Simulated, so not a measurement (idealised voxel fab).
Herein follows the process module entitled voxel capacitor over wiring.
Displayed cross-section: cut, width of 245 nm, square cells sized 5 nm.
Each cross-section below is a grid of square cells, stated as bands in top-down order, with one or more rows of cells making up each band.
Heads up on the band format: heights come first, top then bottom, in nm. After that it's the materials left to right, each with its width in nm. A single material flagged "throughout" fills the whole band edge to edge, and "air" means there's empty space there.
Basically, 0 is our baseline, since under it the wafer straight out of the box is all one material. The bottom band has no lower end and keeps on going down, so it looks like "0 -> down".
A width such as "30 to 40" changes by the same amount from each row of cells to the next, from the band's top row to its bottom row.
It should be understood that the words "nothing changed", when stated for a given step, signify that the cross-section underwent no change in any of its cells during that step.
The list in "Completely enclosed voids" covers empty spaces of 8 cells or more that cannot reach the top through any open way, and it gives each as width x height at distance; the distance is from the left edge, and width, height and distance are in nm.
Whatever follows a step's settings on its line is a remark the simulator itself makes about that step.
Among the settings permitted on a step's line is "overlay nm"; applied to a step with a mask, it specifies the extent to which the mask lay to the right of its planned position, whereas a negative figure signifies a position to the left.
## Steps planned for the process
1: RECEIVE [material Si]
2: CONFORMAL_DEP [material SiO2] [thk nm 15]
3: CONFORMAL_DEP [material SiCN] [thk nm 5]
4: DIRECTIONAL_DEP [material SiO2] [thk nm 25]
5: DIRECTIONAL_DEP [material aC] [thk nm 15]
6: PATTERN [tone open] [mask id METAL_1] [material resist] [width nm 25] [pitch nm 80] [thk nm 30] [overlay nm 0]
7: DIRECTIONAL_ETCH [etch materials aC] [depth nm 15]
8: STRIP [etch materials resist]
9: DIRECTIONAL_ETCH [etch materials SiO2] [depth nm 25]
10: DIRECTIONAL_ETCH [etch materials SiCN] [depth nm 5]
11: STRIP [etch materials aC]
12: CONFORMAL_DEP [material TiN] [thk nm 5]
13: FILL_DEP [material Cu] [thk nm 5]
14: CMP [height nm 45]
15: CONFORMAL_DEP [material SiCN] [thk nm 5]
16: DIRECTIONAL_DEP [material SiO2] [thk nm 10]
17: DIRECTIONAL_DEP [material aC] [thk nm 10]
18: PATTERN [tone open] [mask id PLUG_1] [material resist] [width nm 15] [thk nm 25] [overlay nm 0]
19: DIRECTIONAL_ETCH [etch materials aC] [depth nm 10]
20: STRIP [etch materials resist]
21: DIRECTIONAL_ETCH [etch materials SiO2] [depth nm 10]
22: DIRECTIONAL_ETCH [etch materials SiCN] [depth nm 5]
23: STRIP [etch materials aC]
24: CONFORMAL_DEP [material TiN] [thk nm 5]
25: FILL_DEP [material Ru] [thk nm 5]
26: CMP [height nm 60]
27: DIRECTIONAL_DEP [material TiN] [thk nm 10]
28: DIRECTIONAL_DEP [material HfO2] [thk nm 5]
29: DIRECTIONAL_DEP [material TiN] [thk nm 5]
30: DIRECTIONAL_DEP [material aC] [thk nm 15]
31: PATTERN [tone cover] [mask id UPPER_PLATE] [material resist] [width nm 60] [thk nm 30] [overlay nm 0]
32: DIRECTIONAL_ETCH [etch materials aC] [depth nm 15]
33: STRIP [etch materials resist]
34: DIRECTIONAL_ETCH [etch materials TiN] [depth nm 5]
35: DIRECTIONAL_ETCH [etch materials HfO2] [depth nm 5]
36: STRIP [etch materials aC]
37: PATTERN [tone cover] [mask id LOWER_PLATE] [material resist] [width nm 70] [thk nm 20] [overlay nm 0]
38: DIRECTIONAL_ETCH [etch materials TiN] [depth nm 10]
39: STRIP [etch materials resist]
40: FILL_DEP [material SiO2] [thk nm 20]
41: CMP [height nm 95]
42: PATTERN [tone open] [mask id PLUG_2] [material resist] [width nm 15] [thk nm 20] [overlay nm 0]
43: DIRECTIONAL_ETCH [etch materials SiO2] [depth nm 15]
44: STRIP [etch materials resist]
45: CONFORMAL_DEP [material TiN] [thk nm 5]
46: FILL_DEP [material Ru] [thk nm 5]
47: CMP [height nm 95]
48: CONFORMAL_DEP [material SiCN] [thk nm 5]
## The cross-section here shows the wafer as received, i.e. in its state after step 1
    0 -> down = Si throughout
    Completely enclosed voids: none
## First of two wafers at the end of the module, shown in cross-section; run carried out as planned
    100 -> 95 = SiCN throughout
    95 -> 85 = SiO2: 90, TiN: 5, Ru: 5, TiN: 5, SiO2: 140
    85 -> 75 = SiO2: 90 to 80, TiN: 15 to 60, SiO2: 140 to 105
    75 -> 70 = SiO2: 80, HfO2: 60, SiO2: 105
    70 -> 60 = SiO2: 75, TiN: 70, SiO2: 100
    60 -> 50 = SiO2: 80, TiN: 5, Ru: 5, TiN: 5, SiO2: 150
    50 -> 45 = SiCN: 80, TiN: 15, SiCN: 150
    45 -> 20 = SiO2: 70, TiN: 5, Cu: 15, TiN: 5, SiO2: 55, TiN: 5, Cu: 15, TiN: 5, SiO2: 70
    20 -> 15 = SiCN: 70, TiN: 25, SiCN: 55, TiN: 25, SiCN: 70
    15 -> 0 = SiO2 throughout
    0 -> down = Si throughout
    Completely enclosed voids: none
## Cross-section, wafer two of two, end of module: same start and plan as wafer one, one error in execution
    100 -> 95 = SiCN throughout
    95 -> 85 = SiO2: 90, TiN: 5, Ru: 5, TiN: 5, SiO2: 140
    85 -> 75 = SiO2: 90 to 80, TiN: 15 to 60, SiO2: 140 to 105
    75 -> 70 = SiO2: 80, HfO2: 60, SiO2: 105
    70 -> 65 = SiO2: 75, TiN: 70, SiO2: 100
    65 -> 60 = TiN throughout
    60 -> 50 = SiO2: 80, TiN: 5, Ru: 5, TiN: 5, SiO2: 150
    50 -> 45 = SiCN: 80, TiN: 15, SiCN: 150
    45 -> 20 = SiO2: 70, TiN: 5, Cu: 15, TiN: 5, SiO2: 55, TiN: 5, Cu: 15, TiN: 5, SiO2: 70
    20 -> 15 = SiCN: 70, TiN: 25, SiCN: 55, TiN: 25, SiCN: 70
    15 -> 0 = SiO2 throughout
    0 -> down = Si throughout
    Completely enclosed voids: none
Which mistake was made when the wafer was run? contrary to plan, step 38 was performed as DIRECTIONAL_ETCH [etch materials TiN] [depth nm 5]
Wafer comparison, final, in cells, second relative to first, materials more or fewer: 35 fewer of SiO2, 35 more of TiN
